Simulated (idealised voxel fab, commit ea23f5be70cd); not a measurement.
This section sets out a process module, namely voxel double patterning.
Displayed cross-section: cut, width of 230 nm, square cells sized 5 nm.
Square cells in a grid make up a cross-section in this document, and the grid is given as bands, listed from the top down, each one or more rows of cells.
This entry defines a band. It first specifies the height of the band's top and the height of its bottom in nm, and then specifies the band's materials from left to right, stating each material with its width in nm. The word "throughout" identifies a single material that fills the band from edge to edge, while the word "air" identifies empty space.
It should be noted that heights are counted from 0, beneath which the wafer as supplied is of one material throughout, and that the lowest band possesses no lower boundary but continues downward, as written in "0 nm and below".
Note: "30->40" means the width goes from the first number (top row of the band) to the second number (bottom row) in equal steps per row of cells.
No cell of the cross-section changed in a step that is given as "no alteration".
For the entry "Sealed internal voids", the listed items are empty spaces with no open way to the top whose size is 8 cells or more; each item follows the pattern width x height at distance, where distance is from the left edge and all three are in nm.
Whatever follows a step's settings on its line is a remark the simulator itself makes about that step.
Among the settings permitted on a step's line is "overlay nm"; applied to a step with a mask, it specifies the extent to which the mask lay to the right of its planned position, whereas a negative figure signifies a position to the left.

This section lists the process steps that were planned
1: RECEIVE [material Si]
2: CONFORMAL_DEP [material SiO2] [thk nm 5]
3: DIRECTIONAL_DEP [material TiN] [thk nm 10]
4: DIRECTIONAL_DEP [material SiN] [thk nm 5]
5: MASKED_ETCH [tone open] [mask id FIRST] [width nm 15] [pitch nm 50] [etch materials SiN] [depth nm 5] [overlay nm 0]
6: MASKED_ETCH [tone open] [mask id SECOND] [width nm 15] [etch materials SiN] [depth nm 5] [overlay nm 0]
7: DIRECTIONAL_ETCH [etch materials TiN] [depth nm 10]
8: STRIP [etch materials SiN]

First wafer of two (run as planned)

Wafer as received: cross-section following step 1
    0 nm and below: Si throughout
    Sealed internal voids: none

Wafer section view after processing step 2
    5 nm to 0 nm: SiO2 throughout
    For the remainder of the cross-section, below 0, there is no change.

Wafer section view after processing step 3
    15 nm to 5 nm: TiN throughout
    For the remainder of the cross-section, below 5, there is no change.

Wafer section view after processing step 4
    20 nm to 15 nm: SiN throughout
    For the remainder of the cross-section, below 15, there is no change.

Wafer section view after processing step 5
    20 nm to 15 nm: SiN (80) / air (15) / SiN (35) / air (15) / SiN (85)
    For the remainder of the cross-section, below 15, there is no change.

Wafer section view after processing step 6
    20 nm to 15 nm: SiN (80) / air (15) / SiN (10) / air (15) / SiN (10) / air (15) / SiN (85)
    For the remainder of the cross-section, below 15, there is no change.

Wafer section view after processing step 7
    20 nm to 15 nm: SiN (80) / air (15) / SiN (10) / air (15) / SiN (10) / air (15) / SiN (85)
    15 nm to 5 nm: TiN (80) / air (15) / TiN (10) / air (15) / TiN (10) / air (15) / TiN (85)
    For the remainder of the cross-section, below 5, there is no change.

Wafer section view after processing step 8
    15 nm to 5 nm: TiN (80) / air (15) / TiN (10) / air (15) / TiN (10) / air (15) / TiN (85)
    For the remainder of the cross-section, below 5, there is no change.

The Second Wafer: Common Origin and Plan, One Mistake in Execution, Identical to the First Through Step 7

Second wafer shown in cross-section at the time step 8 was slated to end: no alteration
Where did the run depart from the plan? step 8 from the plan never happened, it was just skipped
It is noted that, at the conclusion of processing, the second wafer exhibits a higher or lower cell count for certain materials relative to the first: 37 more of SiN
